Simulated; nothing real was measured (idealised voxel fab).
process module | voxel capacitor over wiring
cross-section cut | 205 nm wide | cells 5 nm
A cross-section is a grid of square cells, given in bands from the top down. A band is one or more rows of cells.
Each band's line starts with the height of the band's top and of its bottom, in nm. Then come its materials from left to right, each with its width in nm. One material with "throughout" fills the band from edge to edge. "air" is empty space.
Height 0 is the level under which the wafer as received is all one material. The lowest band goes on downwards, as in "0 down".
A width such as "30 to 40" changes by the same amount from each row of cells to the next, from the band's top row to its bottom row.
"no change" after a step means that no cell of the cross-section changed.
closed voids: empty space of 8 cells or more with no open way to the top, each as width x height at its distance from the left edge, in nm
after a step's settings: what the simulator itself notes on the step
overlay nm, on a step with a mask: how far to the right of its planned place the mask lay; to the left if negative
plan
1 op RECEIVE | material Si
2 op CONFORMAL_DEP | material SiO2 | thk nm 10
3 op CONFORMAL_DEP | material SiCN | thk nm 5
4 op DIRECTIONAL_DEP | material lowk | thk nm 25
5 op MASKED_ETCH | tone open | mask id METAL_1 | width nm 25 | pitch nm 90 | etch materials lowk | depth nm 25 | overlay nm 0
6 op MASKED_ETCH | tone open | mask id METAL_1 | width nm 25 | pitch nm 90 | etch materials SiCN | depth nm 5 | overlay nm 0
7 op CONFORMAL_DEP | material TiN | thk nm 5
8 op FILL_DEP | material Cu | thk nm 5
9 op CMP | height nm 40
10 op CONFORMAL_DEP | material SiCN | thk nm 5
11 op DIRECTIONAL_DEP | material lowk | thk nm 10
12 op MASKED_ETCH | tone open | mask id PLUG_1 | width nm 15 | etch materials lowk | depth nm 10 | overlay nm 0
13 op MASKED_ETCH | tone open | mask id PLUG_1 | width nm 15 | etch materials SiCN | depth nm 5 | overlay nm 0
14 op CONFORMAL_DEP | material TiN | thk nm 5
15 op FILL_DEP | material Ru | thk nm 5
16 op CMP | height nm 55
17 op DIRECTIONAL_DEP | material TiN | thk nm 10
18 op DIRECTIONAL_DEP | material SiN | thk nm 5
19 op DIRECTIONAL_DEP | material TiN | thk nm 10
20 op PATTERN | tone cover | mask id UPPER_PLATE | material resist | width nm 70 | thk nm 15 | overlay nm 0
21 op DIRECTIONAL_ETCH | etch materials TiN | depth nm 10
22 op DIRECTIONAL_ETCH | etch materials SiN | depth nm 5
23 op STRIP | etch materials resist
24 op PATTERN | tone cover | mask id LOWER_PLATE | material resist | width nm 80 | thk nm 20 | overlay nm 0
25 op DIRECTIONAL_ETCH | etch materials TiN | depth nm 10
26 op STRIP | etch materials resist
27 op FILL_DEP | material SiO2 | thk nm 20
28 op CMP | height nm 95
29 op PATTERN | tone open | mask id PLUG_2 | material resist | width nm 15 | thk nm 20 | overlay nm 0
30 op DIRECTIONAL_ETCH | etch materials SiO2 | depth nm 15
31 op STRIP | etch materials resist
32 op CONFORMAL_DEP | material TiN | thk nm 5
33 op FILL_DEP | material Ru | thk nm 10
34 op CMP | height nm 95
35 op CONFORMAL_DEP | material SiN | thk nm 5
as received, after step 1
  0 down: Si throughout
  closed voids: none
a wafer at the end: this start, this plan, one mistake
  100 to 95: SiN throughout
  95 to 85: SiO2 65 | TiN 5 | Ru 5 | TiN 5 | SiO2 125
  85 to 80: SiO2 65 | TiN 15 | SiO2 125
  80 to 70: SiO2 55 | TiN 70 | SiO2 80
  70 to 65: SiO2 55 | SiN 70 | SiO2 80
  65 to 60: SiO2 50 | TiN 80 | SiO2 75
  60 to 55: TiN throughout
  55 to 45: lowk 55 | TiN 5 | Ru 5 | TiN 5 | lowk 135
  45 to 40: SiCN 55 | TiN 15 | SiCN 135
  40 to 15: lowk 45 | TiN 5 | Cu 15 | TiN 5 | lowk 65 | TiN 5 | Cu 15 | TiN 5 | lowk 45
  15 to 10: SiCN 45 | TiN 25 | SiCN 65 | TiN 25 | SiCN 45
  10 to 0: SiO2 throughout
  0 down: Si throughout
  closed voids: none
what went wrong: step 25 ran as: op DIRECTIONAL_ETCH | etch materials TiN | depth nm 5
